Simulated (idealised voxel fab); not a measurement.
process module | voxel transistor to metal
FYI the section here is cut, 160 nm wide, cells are 5 nm squares.
Throughout this document, each cross-section is represented as a grid of square cells and is presented as a sequence of bands enumerated from the top downward, where a band comprises one or more rows of cells.
Band: top and bottom heights (nm) first, top before bottom; then materials from left to right, widths in nm. "all across" marks a sole material filling the band edge to edge. "air" denotes empty space.
All heights in this document are referenced to 0, defined as the level beneath which the wafer, as received, consists entirely of one material. The lowest band is not bounded below; it extends indefinitely downward and is written in the form "from 0 down".
A width such as "30->40" changes by the same amount from each row of cells to the next, from the band's top row to its bottom row.
A step reported as "no alteration" is a step in which no cell of the cross-section changed.
You'll see "Closed void roster" listing empty spaces that have no way open to the top, as long as they're 8 cells or more; the notation is width x height at distance, where the distance is from the left edge, and all of it is in nm.
Formally, on a step line, whatever follows the settings is a remark that the simulator itself makes on the step.
When a step includes a mask, the "overlay nm" setting on its line states how far to the right of its planned place that mask lay, and negative values state how far to the left.

List of planned process steps:
| 1 | RECEIVE with material Si |
| 2 | CONFORMAL_DEP with material SiO2, thk nm 5 |
| 3 | CONFORMAL_DEP with material SiN, thk nm 15 |
| 4 | DIRECTIONAL_DEP with material aC, thk nm 10 |
| 5 | PATTERN with tone cover, mask id ACTIVE, material resist, width nm 90, thk nm 30, overlay nm 0 |
| 6 | DIRECTIONAL_ETCH with etch materials aC, depth nm 10 |
| 7 | STRIP with etch materials resist |
| 8 | DIRECTIONAL_ETCH with etch materials SiN, depth nm 15 |
| 9 | DIRECTIONAL_ETCH with etch materials SiO2, depth nm 5 |
| 10 | DIRECTIONAL_ETCH with etch materials Si, depth nm 35 |
| 11 | STRIP with etch materials aC |
| 12 | FILL_DEP with material SiO2, thk nm 5 |
| 13 | CMP with height nm 20 |
| 14 | SELECTIVE_ETCH with etch materials SiO2, depth nm 10 |
| 15 | STRIP with etch materials SiN |
| 16 | SELECTIVE_ETCH with etch materials SiO2, depth nm 5 |
| 17 | OXIDIZE with depth nm 5 |
| 18 | DIRECTIONAL_DEP with material polySi, thk nm 20 |
| 19 | DIRECTIONAL_DEP with material SiCN, thk nm 10 |
| 20 | PATTERN with tone cover, mask id GATE, material resist, width nm 20, thk nm 20, overlay nm 0 |
| 21 | DIRECTIONAL_ETCH with etch materials SiCN, depth nm 20 |
| 22 | DIRECTIONAL_ETCH with etch materials polySi, depth nm 30 |
| 23 | STRIP with etch materials resist |
| 24 | CONFORMAL_DEP with material SiN, thk nm 5 |
| 25 | DIRECTIONAL_ETCH with etch materials SiN, depth nm 5 |
| 26 | DIRECTIONAL_ETCH with etch materials SiO2, depth nm 5 |
| 27 | DIRECTIONAL_ETCH with etch materials Si, depth nm 10 |
| 28 | EPI with material SiGe, thk nm 10 |
| 29 | FILL_DEP with material SiO2, thk nm 10 |
| 30 | CMP with height nm 30 |
| 31 | DIRECTIONAL_DEP with material SiO2, thk nm 15 |
| 32 | MASKED_ETCH with tone open, mask id CONTACT, width nm 15, pitch nm 65, etch materials SiO2, depth nm 50, overlay nm 0 |
| 33 | CONFORMAL_DEP with material TiN, thk nm 5 |
| 34 | FILL_DEP with material W, thk nm 5 |
| 35 | CMP with height nm 45 |
| 36 | DIRECTIONAL_DEP with material TiN, thk nm 5 |
| 37 | DIRECTIONAL_DEP with material Ru, thk nm 15 |
| 38 | MASKED_ETCH with tone cover, mask id METAL_1, width nm 15, pitch nm 65, etch materials Ru, depth nm 15, overlay nm 0 |
| 39 | MASKED_ETCH with tone cover, mask id METAL_1, width nm 15, pitch nm 65, etch materials TiN, depth nm 5, overlay nm 0 |
| 40 | FILL_DEP with material lowk, thk nm 5 |
| 41 | CMP with height nm 65 |
| 42 | CONFORMAL_DEP with material SiCN, thk nm 5 |
| 43 | DIRECTIONAL_DEP with material lowk, thk nm 25 |
| 44 | MASKED_ETCH with tone open, mask id METAL_2, width nm 15, pitch nm 65, etch materials lowk, depth nm 15, overlay nm 0 |
| 45 | PATTERN with tone open, mask id METAL_2_HOLES, material resist, width nm 15, pitch nm 65, thk nm 20, overlay nm 0 |
| 46 | DIRECTIONAL_ETCH with etch materials lowk, depth nm 10 |
| 47 | DIRECTIONAL_ETCH with etch materials SiCN, depth nm 5 |
| 48 | STRIP with etch materials resist |
| 49 | CONFORMAL_DEP with material TiN, thk nm 5 |
| 50 | FILL_DEP with material Cu, thk nm 10 |
| 51 | CMP with height nm 95 |
| 52 | CONFORMAL_DEP with material SiCN, thk nm 5 |
For clarity, it should be stated that the wafers under discussion commence in an identical condition and differ with respect to the width nm of step 38, the plan indicating the value that the first wafer had.

As-received state after step 1, first of several wafers, cross-section:
from 0 down  Si all across
Closed void roster: none

Wafer rows; end of module; cells per material since receipt: (+) gained, (-) lost; then closed voids:
width nm 15 | +10 Cu | +18 Ru | -140 Si | +66 SiCN | +32 SiGe | +14 SiN | +298 SiO2 | +74 TiN | +18 W | +234 lowk | +16 polySi | Closed void roster: none
width nm 20 | +10 Cu | +24 Ru | -140 Si | +66 SiCN | +32 SiGe | +14 SiN | +298 SiO2 | +76 TiN | +18 W | +226 lowk | +16 polySi | Closed void roster: none
width nm 25 | +10 Cu | +30 Ru | -140 Si | +66 SiCN | +32 SiGe | +14 SiN | +298 SiO2 | +78 TiN | +18 W | +218 lowk | +16 polySi | Closed void roster: none
width nm 30 | +10 Cu | +36 Ru | -140 Si | +66 SiCN | +32 SiGe | +14 SiN | +298 SiO2 | +80 TiN | +18 W | +210 lowk | +16 polySi | Closed void roster: none
